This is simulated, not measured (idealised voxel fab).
Process module, titled voxel released beams
Pictured: cross-section cut, 290 nm wide, on a grid of 5 nm square cells.
Cross-sections here: square-cell grids, written as top-down lists of bands, a band being one or more rows of cells. For a band, the entry starts with two heights in nm, that of the top and then that of the bottom, and carries on with the band's materials in order from left to right, each alongside its width in nm; the word "throughout" beside a single material means it fills the band edge to edge, and "empty" means empty space. We count height from 0. Below that, the starting wafer is all one material. The lowest band never ends at the bottom but goes on down; see "0 down" for how that is written. You'd read "30..40" like this: the band's top row of cells is as wide as the first number, its bottom row is as wide as the second, and going down, every row changes width by the same amount as the row before did. You'll sometimes find "no alterations made" written for a step, and that's the way of saying that nowhere in the cross-section did a cell change during that step. Under "Cavities, sealed" you'll find the enclosed gaps, the ones with no way out to the top, that are 8 cells or bigger; each reads width x height at distance, with distance counted from the left edge, everything in nm. after a step's settings: what the simulator itself notes on the step. "overlay nm", when on a step's line for a step with a mask, measures how far to the right of its planned place the mask lay; a negative measure means to the left.
The following list gives the planned process steps:
1 op RECEIVE | material Si
2 op CONFORMAL_DEP | material Al2O3 | thk nm 5
3 op DIRECTIONAL_DEP | material SiO2 | thk nm 15
4 op PATTERN | tone open | mask id ANCHOR | material resist | width nm 25 | thk nm 15 | overlay nm 0
5 op DIRECTIONAL_ETCH | etch materials SiO2 | depth nm 15
6 op STRIP | etch materials resist
7 op CONFORMAL_DEP | material polySi | thk nm 10
8 op MASKED_ETCH | tone cover | mask id BEAM | width nm 95 | etch materials polySi | depth nm 10 | overlay nm 0
9 op STRIP | etch materials SiO2
First wafer out of two, processed as planned:
Wafer cross-section on receipt, i.e. after step 1:
	0 down: Si throughout
	Cavities, sealed: none
You're looking at a cross-section of the wafer after step 2:
	5 to 0: Al2O3 throughout
	Rest of section, below 0: as before.
You're looking at a cross-section of the wafer after step 3:
	20 to 5: SiO2 throughout
	Rest of section, below 5: as before.
You're looking at a cross-section of the wafer after step 4:
	35 to 20: 100 resist | 25 empty | 165 resist
	Rest of section, below 20: as before.
You're looking at a cross-section of the wafer after step 5:
	35 to 20: 100 resist | 25 empty | 165 resist
	20 to 5: 100 SiO2 | 25 empty | 165 SiO2
	Rest of section, below 5: as before.
You're looking at a cross-section of the wafer after step 6:
	20 to 5: 100 SiO2 | 25 empty | 165 SiO2
	Rest of section, below 5: as before.
You're looking at a cross-section of the wafer after step 7:
	30 to 20: 110 polySi | 5 empty | 175 polySi
	20 to 15: 100 SiO2 | 10 polySi | 5 empty | 10 polySi | 165 SiO2
	15 to 5: 100 SiO2 | 25 polySi | 165 SiO2
	Rest of section, below 5: as before.
You're looking at a cross-section of the wafer after step 8:
	30 to 20: 95 empty | 15 polySi | 5 empty | 75 polySi | 100 empty
	Rest of section, below 20: as before.
You're looking at a cross-section of the wafer after step 9:
	30 to 20: 95 empty | 15 polySi | 5 empty | 75 polySi | 100 empty
	20 to 15: 100 empty | 10 polySi | 5 empty | 10 polySi | 165 empty
	15 to 5: 100 empty | 25 polySi | 165 empty
	Rest of section, below 5: as before.
For the second wafer, take the first wafer's start and plan, then add one mistake made in running it; everything through step 7, that step included, is shared with the first:
Cross-sectional representation of the second wafer at the time designated in the plan for the completion of step 8:
	30 to 25: 95 empty | 15 polySi | 5 empty | 75 polySi | 100 empty
	Rest of section, below 25: as before.
Cross-sectional representation of the second wafer at the time designated in the plan for the completion of step 9: no alterations made
Deviation from plan: step 8 was run on a setting that differed from the plan, and what really ran there is op MASKED_ETCH | tone cover | mask id BEAM | width nm 95 | etch materials polySi | depth nm 5 | overlay nm 0
Final comparison by cell count, materials where the second wafer has more or fewer than the first: SiO2 +159; polySi +39
